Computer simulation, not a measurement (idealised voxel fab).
voxel ribs on slabs: a process module
Cross-section cut spans 270 nm and uses square cells 5 nm in size.
Square cells in a grid make up a cross-section in this document, and the grid is given as bands, listed from the top down, each one or more rows of cells. Band: top and bottom heights (nm) first, top before bottom; then materials from left to right, widths in nm. "throughout" marks a sole material filling the band edge to edge. "empty" denotes empty space. We count height from 0. Below that, the starting wafer is all one material. The lowest band never ends at the bottom but goes on down; see "0..down" for how that is written. Think of "30->40" as a width that walks from the first number to the second as you go down the band, top row to bottom row, taking equal-sized steps from row to row. The cross-section has no changed cell in any step marked "no alteration". "Enclosed void inventory": sealed empty spaces, 8 cells or more, no open way to top, listed width x height at distance, with distance from the left edge and width, height and distance in nm. On each step's line, the part that comes after the settings is the simulator's own comment on the step. A step's line can hold "overlay nm"; with a mask on that step, the setting says how far right of the planned place the mask lay, while a negative setting says it lay to the left.
## The process steps that were planned are listed below
1. RECEIVE (material Si)
2. DIRECTIONAL_DEP (material SiO2; thk nm 25)
3. DIRECTIONAL_DEP (material polySi; thk nm 15)
4. MASKED_ETCH (tone cover; mask id RIB; width nm 15; etch materials polySi; depth nm 10; overlay nm 0)
5. PATTERN (tone cover; mask id SLAB; material resist; width nm 65; thk nm 15; overlay nm 0)
6. DIRECTIONAL_ETCH (etch materials polySi; depth nm 5)
7. STRIP (etch materials resist)
8. FILL_DEP (material SiO2; thk nm 25)
9. CMP (height nm 65)
10. DIRECTIONAL_DEP (material W; thk nm 10)
11. MASKED_ETCH (tone cover; mask id HEATER; width nm 25; etch materials W; depth nm 10; overlay nm 0)
12. CONFORMAL_DEP (material SiO2; thk nm 10)
Across this set of wafers, the varied parameter is the thk nm of step 2. Starting conditions are identical for every wafer, and the plan reports the value assigned to the first wafer.
## Cross-section of the first of several wafers on receipt, reflecting completion of step 1
- 0..down: Si throughout
- Enclosed void inventory: none
## Quick key for the table: a row per wafer, taken at the end of the module. For each material it tells you how many cells the wafer gained (+) or lost (-) since it came in, and the closed voids come after
thk nm 25, +799 SiO2, +10 W, +19 polySi, Enclosed void inventory: none
thk nm 30, +799 SiO2, +10 W, +19 polySi, Enclosed void inventory: none
thk nm 35, +799 SiO2, +10 W, +19 polySi, Enclosed void inventory: none
thk nm 40, +799 SiO2, +10 W, +19 polySi, Enclosed void inventory: none
thk nm 45, +799 SiO2, +10 W, +19 polySi, Enclosed void inventory: none
